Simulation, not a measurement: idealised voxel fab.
process module | voxel spacer lines
cross-section cut | 200 nm wide | cells 5 nm
A cross-section is a grid of square cells, given in bands from the top down. A band is one or more rows of cells.
Each band's line starts with the height of the band's top and of its bottom, in nm. Then come its materials from left to right, each with its width in nm. One material with "throughout" fills the band from edge to edge. "air" is empty space.
Height 0 is the level under which the wafer as received is all one material. The lowest band goes on downwards, as in "0 down".
A width such as "30 to 40" changes by the same amount from each row of cells to the next, from the band's top row to its bottom row.
"no change" after a step means that no cell of the cross-section changed.
closed voids: empty space of 8 cells or more with no open way to the top, each as width x height at its distance from the left edge, in nm
after a step's settings: what the simulator itself notes on the step
overlay nm, on a step with a mask: how far to the right of its planned place the mask lay; to the left if negative
plan
1 op RECEIVE | material Si
2 op CONFORMAL_DEP | material Al2O3 | thk nm 10
3 op DIRECTIONAL_DEP | material TiN | thk nm 15
4 op DIRECTIONAL_DEP | material aC | thk nm 20
5 op PATTERN | tone cover | mask id MANDREL | material resist | width nm 25 | pitch nm 70 | thk nm 25 | overlay nm 0
6 op DIRECTIONAL_ETCH | etch materials aC | depth nm 20
7 op STRIP | etch materials resist
8 op CONFORMAL_DEP | material SiO2 | thk nm 10
9 op DIRECTIONAL_ETCH | etch materials SiO2 | depth nm 10
10 op STRIP | etch materials aC
11 op DIRECTIONAL_ETCH | etch materials TiN | depth nm 15
12 op STRIP | etch materials SiO2
as received, after step 1
  0 down: Si throughout
  closed voids: none
first wafer at the end, as planned
  25 to 10: air 5 | TiN 10 | air 25 | TiN 10 | air 25 | TiN 10 | air 25 | TiN 10 | air 25 | TiN 10 | air 25 | TiN 10 | air 10
  10 to 0: Al2O3 throughout
  0 down: Si throughout
  closed voids: none
second wafer at the end: like start, like plan, one mistake
  25 to 10: air 15 | TiN 10 | air 5 | TiN 10 | air 45 | TiN 10 | air 5 | TiN 10 | air 45 | TiN 10 | air 5 | TiN 10 | air 20
  10 to 0: Al2O3 throughout
  0 down: Si throughout
  closed voids: none
what went wrong: step 5 ran as: op PATTERN | tone open | mask id MANDREL | material resist | width nm 25 | pitch nm 70 | thk nm 25 | overlay nm 0
at the end the second wafer has, in cells: as many of each material as the first, in other places
